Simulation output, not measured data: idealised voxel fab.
Process module heading - voxel gate over fins
Xsec cut, 215 nm wide, square cell size 5 nm.
A cross-section is written here as square cells arranged in a grid, and it is given in bands from the top down, each band taking up one or more rows of cells.
Quick guide to a band line: top height, bottom height (nm) up front; then every material left to right with its width in nm. Only one material and it's marked "full width"? Then it fills the band edge to edge. And "air" just means empty space.
A quick word on heights: they are counted from 0, and under that level the wafer as it came to us is one material throughout. The lowest band is different from the rest in having no bottom; it simply continues downward, written as in "0 down".
So if you see something like "30..40" for the width, read it as the top row of the band sitting at the first number and the bottom row at the second, with every row in between moving by the same amount as the last.
Any step labelled "identical to before" changed none of the cells in the cross-section.
"closed voids" specifies each empty space that is not open to the top and that occupies no fewer than 8 cells, using the form width x height at distance, the distance measured from the left edge and all three quantities in nm.
What comes after the settings on a step's line is commentary from the simulator itself on that step.
Steps that use a mask can have "overlay nm" on their line. It says how far the mask sat to the right of where it was meant to be. Negative means to the left.

**Set out below are the planned steps of the process**
1,RECEIVE | material Si
2,CONFORMAL_DEP | material SiN | thk nm 5
3,PATTERN | tone cover | mask id FINS | material resist | width nm 15 | pitch nm 50 | thk nm 20 | overlay nm 0
4,DIRECTIONAL_ETCH | etch materials SiN | depth nm 5
5,DIRECTIONAL_ETCH | etch materials Si | depth nm 40
6,STRIP | etch materials resist
7,FILL_DEP | material SiO2 | thk nm 5
8,CMP | height nm 5
9,PATTERN | tone open | mask id RAIL | material resist | width nm 15 | thk nm 20 | overlay nm 0
10,DIRECTIONAL_ETCH | etch materials SiO2 | depth nm 40
11,STRIP | etch materials resist
12,CONFORMAL_DEP | material TiN | thk nm 5
13,FILL_DEP | material Ru | thk nm 10
14,CMP | height nm 5
15,SELECTIVE_ETCH | etch materials W Ru TiN | depth nm 25
16,FILL_DEP | material SiO2 | thk nm 5
17,CMP | height nm 5
18,SELECTIVE_ETCH | etch materials SiO2 | depth nm 15
19,STRIP | etch materials SiN
20,CONFORMAL_DEP | material HfO2 | thk nm 5
21,CONFORMAL_DEP | material TiN | thk nm 5
22,CONFORMAL_DEP | material TiAl | thk nm 5
23,CONFORMAL_DEP | material TiN | thk nm 5
24,FILL_DEP | material W | thk nm 10
25,CMP | height nm 25
26,CONFORMAL_DEP | material SiN | thk nm 5

**The first of a set of two wafers, run to plan**

**As-received state of the wafer in cross-section, equivalent to post-step 1**
  0 down  Si full width
  closed voids: none

**Wafer after step 2 (cross-section)**
  5 to 0  SiN full width
  Below 0, no change.

**Wafer after step 3 (cross-section)**
  25 to 5  air 25, then resist 15, then air 35, then resist 15, then air 35, then resist 15, then air 35, then resist 15, then air 25
  Below 5, no change.

**Wafer after step 4 (cross-section)**
  25 to 5  air 25, then resist 15, then air 35, then resist 15, then air 35, then resist 15, then air 35, then resist 15, then air 25
  5 to 0  air 25, then SiN 15, then air 35, then SiN 15, then air 35, then SiN 15, then air 35, then SiN 15, then air 25
  Below 0, no change.

**Wafer after step 5 (cross-section)**
  25 to 5  air 25, then resist 15, then air 35, then resist 15, then air 35, then resist 15, then air 35, then resist 15, then air 25
  5 to 0  air 25, then SiN 15, then air 35, then SiN 15, then air 35, then SiN 15, then air 35, then SiN 15, then air 25
  0 to -40  air 25, then Si 15, then air 35, then Si 15, then air 35, then Si 15, then air 35, then Si 15, then air 25
  Below -40, no change.

**Wafer after step 6 (cross-section)**
  5 to 0  air 25, then SiN 15, then air 35, then SiN 15, then air 35, then SiN 15, then air 35, then SiN 15, then air 25
  Below 0, no change.

**Wafer after step 7 (cross-section)**
  10 to 5  SiO2 full width
  5 to 0  SiO2 25, then SiN 15, then SiO2 35, then SiN 15, then SiO2 35, then SiN 15, then SiO2 35, then SiN 15, then SiO2 25
  0 to -40  SiO2 25, then Si 15, then SiO2 35, then Si 15, then SiO2 35, then Si 15, then SiO2 35, then Si 15, then SiO2 25
  Below -40, no change.

**Wafer after step 8 (cross-section)**
  5 to 0  SiO2 25, then SiN 15, then SiO2 35, then SiN 15, then SiO2 35, then SiN 15, then SiO2 35, then SiN 15, then SiO2 25
  Below 0, no change.

**Wafer after step 9 (cross-section)**
  25 to 5  resist 50, then air 15, then resist 150
  Below 5, no change.

**Wafer after step 10 (cross-section)**
  25 to 5  resist 50, then air 15, then resist 150
  5 to 0  SiO2 25, then SiN 15, then SiO2 10, then air 15, then SiO2 10, then SiN 15, then SiO2 35, then SiN 15, then SiO2 35, then SiN 15, then SiO2 25
  0 to -35  SiO2 25, then Si 15, then SiO2 10, then air 15, then SiO2 10, then Si 15, then SiO2 35, then Si 15, then SiO2 35, then Si 15, then SiO2 25
  Below -35, no change.

**Wafer after step 11 (cross-section)**
  5 to 0  SiO2 25, then SiN 15, then SiO2 10, then air 15, then SiO2 10, then SiN 15, then SiO2 35, then SiN 15, then SiO2 35, then SiN 15, then SiO2 25
  Below 0, no change.

**Wafer after step 12 (cross-section)**
  10 to 5  TiN 55, then air 5, then TiN 155
  5 to 0  SiO2 25, then SiN 15, then SiO2 10, then TiN 5, then air 5, then TiN 5, then SiO2 10, then SiN 15, then SiO2 35, then SiN 15, then SiO2 35, then SiN 15, then SiO2 25
  0 to -30  SiO2 25, then Si 15, then SiO2 10, then TiN 5, then air 5, then TiN 5, then SiO2 10, then Si 15, then SiO2 35, then Si 15, then SiO2 35, then Si 15, then SiO2 25
  -30 to -35  SiO2 25, then Si 15, then SiO2 10, then TiN 15, then SiO2 10, then Si 15, then SiO2 35, then Si 15, then SiO2 35, then Si 15, then SiO2 25
  Below -35, no change.

**Wafer after step 13 (cross-section)**
  20 to 10  Ru full width
  10 to 5  TiN 55, then Ru 5, then TiN 155
  5 to 0  SiO2 25, then SiN 15, then SiO2 10, then TiN 5, then Ru 5, then TiN 5, then SiO2 10, then SiN 15, then SiO2 35, then SiN 15, then SiO2 35, then SiN 15, then SiO2 25
  0 to -30  SiO2 25, then Si 15, then SiO2 10, then TiN 5, then Ru 5, then TiN 5, then SiO2 10, then Si 15, then SiO2 35, then Si 15, then SiO2 35, then Si 15, then SiO2 25
  Below -30, no change.

**Wafer after step 14 (cross-section)**
  5 to 0  SiO2 25, then SiN 15, then SiO2 10, then TiN 5, then Ru 5, then TiN 5, then SiO2 10, then SiN 15, then SiO2 35, then SiN 15, then SiO2 35, then SiN 15, then SiO2 25
  Below 0, no change.

**Wafer after step 15 (cross-section)**
  5 to 0  SiO2 25, then SiN 15, then SiO2 10, then air 15, then SiO2 10, then SiN 15, then SiO2 35, then SiN 15, then SiO2 35, then SiN 15, then SiO2 25
  0 to -20  SiO2 25, then Si 15, then SiO2 10, then air 15, then SiO2 10, then Si 15, then SiO2 35, then Si 15, then SiO2 35, then Si 15, then SiO2 25
  Below -20, no change.

**Wafer after step 16 (cross-section)**
  10 to 5  SiO2 full width
  5 to 0  SiO2 25, then SiN 15, then SiO2 35, then SiN 15, then SiO2 35, then SiN 15, then SiO2 35, then SiN 15, then SiO2 25
  0 to -20  SiO2 25, then Si 15, then SiO2 35, then Si 15, then SiO2 35, then Si 15, then SiO2 35, then Si 15, then SiO2 25
  Below -20, no change.

**Wafer after step 17 (cross-section)**
  5 to 0  SiO2 25, then SiN 15, then SiO2 35, then SiN 15, then SiO2 35, then SiN 15, then SiO2 35, then SiN 15, then SiO2 25
  Below 0, no change.

**Wafer after step 18 (cross-section)**
  5 to 0  air 25, then SiN 15, then air 35, then SiN 15, then air 35, then SiN 15, then air 35, then SiN 15, then air 25
  0 to -10  air 25, then Si 15, then air 35, then Si 15, then air 35, then Si 15, then air 35, then Si 15, then air 25
  Below -10, no change.

**Wafer after step 19 (cross-section)**
  0 to -10  air 25, then Si 15, then air 35, then Si 15, then air 35, then Si 15, then air 35, then Si 15, then air 25
  Below -10, no change.

**Wafer after step 20 (cross-section)**
  5 to 0  air 20, then HfO2 25, then air 25, then HfO2 25, then air 25, then HfO2 25, then air 25, then HfO2 25, then air 20
  0 to -5  air 20, then HfO2 5, then Si 15, then HfO2 5, then air 25, then HfO2 5, then Si 15, then HfO2 5, then air 25, then HfO2 5, then Si 15, then HfO2 5, then air 25, then HfO2 5, then Si 15, then HfO2 5, then air 20
  -5 to -10  HfO2 25, then Si 15, then HfO2 35, then Si 15, then HfO2 35, then Si 15, then HfO2 35, then Si 15, then HfO2 25
  Below -10, no change.

**Wafer after step 21 (cross-section)**
  10 to 5  air 15, then TiN 35, then air 15, then TiN 35, then air 15, then TiN 35, then air 15, then TiN 35, then air 15
  5 to 0  air 15, then TiN 5, then HfO2 25, then TiN 5, then air 15, then TiN 5, then HfO2 25, then TiN 5, then air 15, then TiN 5, then HfO2 25, then TiN 5, then air 15, then TiN 5, then HfO2 25, then TiN 5, then air 15
  0 to -5  TiN 20, then HfO2 5, then Si 15, then HfO2 5, then TiN 25, then HfO2 5, then Si 15, then HfO2 5, then TiN 25, then HfO2 5, then Si 15, then HfO2 5, then TiN 25, then HfO2 5, then Si 15, then HfO2 5, then TiN 20
  Below -5, no change.

**Wafer after step 22 (cross-section)**
  15 to 10  air 10, then TiAl 45, then air 5, then TiAl 45, then air 5, then TiAl 45, then air 5, then TiAl 45, then air 10
  10 to 5  air 10, then TiAl 5, then TiN 35, then TiAl 5, then air 5, then TiAl 5, then TiN 35, then TiAl 5, then air 5, then TiAl 5, then TiN 35, then TiAl 5, then air 5, then TiAl 5, then TiN 35, then TiAl 5, then air 10
  5 to 0  TiAl 15, then TiN 5, then HfO2 25, then TiN 5, then TiAl 15, then TiN 5, then HfO2 25, then TiN 5, then TiAl 15, then TiN 5, then HfO2 25, then TiN 5, then TiAl 15, then TiN 5, then HfO2 25, then TiN 5, then TiAl 15
  Below 0, no change.

**Wafer after step 23 (cross-section)**
  20 to 15  air 5, then TiN 205, then air 5
  15 to 10  air 5, then TiN 5, then TiAl 45, then TiN 5, then TiAl 45, then TiN 5, then TiAl 45, then TiN 5, then TiAl 45, then TiN 5, then air 5
  10 to 5  TiN 10, then TiAl 5, then TiN 35, then TiAl 5, then TiN 5, then TiAl 5, then TiN 35, then TiAl 5, then TiN 5, then TiAl 5, then TiN 35, then TiAl 5, then TiN 5, then TiAl 5, then TiN 35, then TiAl 5, then TiN 10
  Below 5, no change.

**Wafer after step 24 (cross-section)**
  30 to 20  W full width
  20 to 15  W 5, then TiN 205, then W 5
  15 to 10  W 5, then TiN 5, then TiAl 45, then TiN 5, then TiAl 45, then TiN 5, then TiAl 45, then TiN 5, then TiAl 45, then TiN 5, then W 5
  Below 10, no change.

**Wafer after step 25 (cross-section)**
  25 to 20  W full width
  Below 20, no change.

**Wafer after step 26 (cross-section)**
  30 to 25  SiN full width
  Below 25, no change.

**Companion wafer, the second of two: same beginning, same intended sequence, one mistake in carrying it out; through step 8 inclusive it tracks the first exactly**

**What the second wafer looks like in cross-section when step 9 should have wrapped up**
  25 to 5  air 50, then resist 15, then air 150
  Below 5, no change.

**What the second wafer looks like in cross-section when step 10 should have wrapped up**
  25 to 5  air 50, then resist 15, then air 150
  5 to 0  air 25, then SiN 15, then air 10, then SiO2 15, then air 10, then SiN 15, then air 35, then SiN 15, then air 35, then SiN 15, then air 25
  0 to -35  air 25, then Si 15, then air 10, then SiO2 15, then air 10, then Si 15, then air 35, then Si 15, then air 35, then Si 15, then air 25
  Below -35, no change.

**What the second wafer looks like in cross-section when step 11 should have wrapped up**
  5 to 0  air 25, then SiN 15, then air 10, then SiO2 15, then air 10, then SiN 15, then air 35, then SiN 15, then air 35, then SiN 15, then air 25
  Below 0, no change.

**What the second wafer looks like in cross-section when step 12 should have wrapped up**
  10 to 5  air 20, then TiN 75, then air 25, then TiN 25, then air 25, then TiN 25, then air 20
  5 to 0  air 20, then TiN 5, then SiN 15, then TiN 10, then SiO2 15, then TiN 10, then SiN 15, then TiN 5, then air 25, then TiN 5, then SiN 15, then TiN 5, then air 25, then TiN 5, then SiN 15, then TiN 5, then air 20
  0 to -30  air 20, then TiN 5, then Si 15, then TiN 10, then SiO2 15, then TiN 10, then Si 15, then TiN 5, then air 25, then TiN 5, then Si 15, then TiN 5, then air 25, then TiN 5, then Si 15, then TiN 5, then air 20
  -30 to -35  TiN 25, then Si 15, then TiN 10, then SiO2 15, then TiN 10, then Si 15, then TiN 35, then Si 15, then TiN 35, then Si 15, then TiN 25
  Below -35, no change.

**What the second wafer looks like in cross-section when step 13 should have wrapped up**
  20 to 10  Ru full width
  10 to 5  Ru 20, then TiN 75, then Ru 25, then TiN 25, then Ru 25, then TiN 25, then Ru 20
  5 to 0  Ru 20, then TiN 5, then SiN 15, then TiN 10, then SiO2 15, then TiN 10, then SiN 15, then TiN 5, then Ru 25, then TiN 5, then SiN 15, then TiN 5, then Ru 25, then TiN 5, then SiN 15, then TiN 5, then Ru 20
  0 to -30  Ru 20, then TiN 5, then Si 15, then TiN 10, then SiO2 15, then TiN 10, then Si 15, then TiN 5, then Ru 25, then TiN 5, then Si 15, then TiN 5, then Ru 25, then TiN 5, then Si 15, then TiN 5, then Ru 20
  Below -30, no change.

**What the second wafer looks like in cross-section when step 14 should have wrapped up**
  5 to 0  Ru 20, then TiN 5, then SiN 15, then TiN 10, then SiO2 15, then TiN 10, then SiN 15, then TiN 5, then Ru 25, then TiN 5, then SiN 15, then TiN 5, then Ru 25, then TiN 5, then SiN 15, then TiN 5, then Ru 20
  Below 0, no change.

**What the second wafer looks like in cross-section when step 15 should have wrapped up**
  5 to 0  air 25, then SiN 15, then air 10, then SiO2 15, then air 10, then SiN 15, then air 35, then SiN 15, then air 35, then SiN 15, then air 25
  0 to -20  air 25, then Si 15, then air 10, then SiO2 15, then air 10, then Si 15, then air 35, then Si 15, then air 35, then Si 15, then air 25
  Below -20, no change.

**What the second wafer looks like in cross-section when step 16 should have wrapped up**
  10 to 5  SiO2 full width
  5 to 0  SiO2 25, then SiN 15, then SiO2 35, then SiN 15, then SiO2 35, then SiN 15, then SiO2 35, then SiN 15, then SiO2 25
  0 to -20  SiO2 25, then Si 15, then SiO2 35, then Si 15, then SiO2 35, then Si 15, then SiO2 35, then Si 15, then SiO2 25
  Below -20, no change.

**What the second wafer looks like in cross-section when step 17 should have wrapped up**
  5 to 0  SiO2 25, then SiN 15, then SiO2 35, then SiN 15, then SiO2 35, then SiN 15, then SiO2 35, then SiN 15, then SiO2 25
  Below 0, no change.

**What the second wafer looks like in cross-section when step 18 should have wrapped up**
  5 to 0  air 25, then SiN 15, then air 35, then SiN 15, then air 35, then SiN 15, then air 35, then SiN 15, then air 25
  0 to -10  air 25, then Si 15, then air 35, then Si 15, then air 35, then Si 15, then air 35, then Si 15, then air 25
  Below -10, no change.

**What the second wafer looks like in cross-section when step 19 should have wrapped up**
  0 to -10  air 25, then Si 15, then air 35, then Si 15, then air 35, then Si 15, then air 35, then Si 15, then air 25
  Below -10, no change.

**What the second wafer looks like in cross-section when step 20 should have wrapped up**
  5 to 0  air 20, then HfO2 25, then air 25, then HfO2 25, then air 25, then HfO2 25, then air 25, then HfO2 25, then air 20
  0 to -5  air 20, then HfO2 5, then Si 15, then HfO2 5, then air 25, then HfO2 5, then Si 15, then HfO2 5, then air 25, then HfO2 5, then Si 15, then HfO2 5, then air 25, then HfO2 5, then Si 15, then HfO2 5, then air 20
  -5 to -10  HfO2 25, then Si 15, then HfO2 35, then Si 15, then HfO2 35, then Si 15, then HfO2 35, then Si 15, then HfO2 25
  Below -10, no change.

**What the second wafer looks like in cross-section when step 21 should have wrapped up**
  10 to 5  air 15, then TiN 35, then air 15, then TiN 35, then air 15, then TiN 35, then air 15, then TiN 35, then air 15
  5 to 0  air 15, then TiN 5, then HfO2 25, then TiN 5, then air 15, then TiN 5, then HfO2 25, then TiN 5, then air 15, then TiN 5, then HfO2 25, then TiN 5, then air 15, then TiN 5, then HfO2 25, then TiN 5, then air 15
  0 to -5  TiN 20, then HfO2 5, then Si 15, then HfO2 5, then TiN 25, then HfO2 5, then Si 15, then HfO2 5, then TiN 25, then HfO2 5, then Si 15, then HfO2 5, then TiN 25, then HfO2 5, then Si 15, then HfO2 5, then TiN 20
  Below -5, no change.

**What the second wafer looks like in cross-section when step 22 should have wrapped up**
  15 to 10  air 10, then TiAl 45, then air 5, then TiAl 45, then air 5, then TiAl 45, then air 5, then TiAl 45, then air 10
  10 to 5  air 10, then TiAl 5, then TiN 35, then TiAl 5, then air 5, then TiAl 5, then TiN 35, then TiAl 5, then air 5, then TiAl 5, then TiN 35, then TiAl 5, then air 5, then TiAl 5, then TiN 35, then TiAl 5, then air 10
  5 to 0  TiAl 15, then TiN 5, then HfO2 25, then TiN 5, then TiAl 15, then TiN 5, then HfO2 25, then TiN 5, then TiAl 15, then TiN 5, then HfO2 25, then TiN 5, then TiAl 15, then TiN 5, then HfO2 25, then TiN 5, then TiAl 15
  Below 0, no change.

**What the second wafer looks like in cross-section when step 23 should have wrapped up**
  20 to 15  air 5, then TiN 205, then air 5
  15 to 10  air 5, then TiN 5, then TiAl 45, then TiN 5, then TiAl 45, then TiN 5, then TiAl 45, then TiN 5, then TiAl 45, then TiN 5, then air 5
  10 to 5  TiN 10, then TiAl 5, then TiN 35, then TiAl 5, then TiN 5, then TiAl 5, then TiN 35, then TiAl 5, then TiN 5, then TiAl 5, then TiN 35, then TiAl 5, then TiN 5, then TiAl 5, then TiN 35, then TiAl 5, then TiN 10
  Below 5, no change.

**What the second wafer looks like in cross-section when step 24 should have wrapped up**
  30 to 20  W full width
  20 to 15  W 5, then TiN 205, then W 5
  15 to 10  W 5, then TiN 5, then TiAl 45, then TiN 5, then TiAl 45, then TiN 5, then TiAl 45, then TiN 5, then TiAl 45, then TiN 5, then W 5
  Below 10, no change.

**What the second wafer looks like in cross-section when step 25 should have wrapped up**
  25 to 20  W full width
  Below 20, no change.

**What the second wafer looks like in cross-section when step 26 should have wrapped up**
  30 to 25  SiN full width
  Below 25, no change.
Finding, execution versus plan: step 9, actual vs plan mismatch, actual run PATTERN | tone cover | mask id RAIL | material resist | width nm 15 | thk nm 20 | overlay nm 0
Wrapping up, a cell-based count of both wafers puts the second over or under the first for these materials: 34 more of Ru, 75 fewer of SiO2, 41 more of TiN
